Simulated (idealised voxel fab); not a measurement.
Name of the process module below: voxel self aligned contacts
In the cross-section labelled cut, the width is 200 nm and each square cell is 5 nm.
Cross-sections here: square-cell grids, written as top-down lists of bands, a band being one or more rows of cells. Look at the band entry: it leads with the top's height and the bottom's height in nm. Then it lists the materials left to right, with a width in nm for each. The word "full width" on a single material says that material fills the band edge to edge. The word "air" is empty space. Height reference: 0 = level under which incoming wafer is all one material. Lowest band: no bottom, runs on downward, e.g. "from 0 down". Graded width ("30 to 40"): value in top row of band = first number; value in bottom row = second number; row-to-row change constant. Where a step carries "no change occurred", the cross-section came out of it unchanged, cell for cell. In the "Listed closed voids" entry, you get each enclosed empty space of 8 cells or more, one with no open way to the top, written width x height at distance, distance from the left edge, in nm. Formally, on a step line, whatever follows the settings is a remark that the simulator itself makes on the step. Steps that use a mask can have "overlay nm" on their line. It says how far the mask sat to the right of where it was meant to be. Negative means to the left.
Process steps - plan
1,RECEIVE: material Si
2,CONFORMAL_DEP: material SiO2, thk nm 5
3,DIRECTIONAL_DEP: material polySi, thk nm 30
4,DIRECTIONAL_DEP: material SiN, thk nm 20
5,DIRECTIONAL_DEP: material aC, thk nm 15
6,PATTERN: tone cover, mask id GATE, material resist, width nm 25, pitch nm 60, thk nm 30, overlay nm 0
7,DIRECTIONAL_ETCH: etch materials aC, depth nm 15
8,STRIP: etch materials resist
9,DIRECTIONAL_ETCH: etch materials SiN, depth nm 20
10,DIRECTIONAL_ETCH: etch materials polySi, depth nm 30
11,STRIP: etch materials aC
12,CONFORMAL_DEP: material SiN, thk nm 10
13,DIRECTIONAL_ETCH: etch materials SiN, depth nm 10
14,FILL_DEP: material SiO2, thk nm 15
15,CMP: height nm 60
16,MASKED_ETCH: tone open, mask id CONTACT, width nm 45, etch materials SiO2, depth nm 60, overlay nm 0
17,CONFORMAL_DEP: material TiN, thk nm 5
18,FILL_DEP: material Ru, thk nm 5
19,CMP: height nm 60
20,CONFORMAL_DEP: material SiN, thk nm 5
as received, after step 1
> from 0 down  Si full width
> Listed closed voids: none
Figure: cross-sectional view of the wafer upon completion of the module, processed from the initial state and according to the plan depicted above, with one error introduced during execution
> from 65 to 60  SiN full width
> from 60 to 40  SiO2 45 / SiN 10 / polySi 25 / SiN 10 / TiN 5 / Ru 5 / TiN 5 / SiN 10 / polySi 25 / SiN 10 / SiO2 50
> from 40 to 35  SiO2 45 / SiN 10 / polySi 25 / SiN 10 / TiN 15 / SiN 10 / polySi 25 / SiN 10 / SiO2 50
> from 35 to 5  polySi full width
> from 5 to 0  SiO2 full width
> from 0 down  Si full width
> Listed closed voids: none
Run error: execution of plan step 3 occurred twice
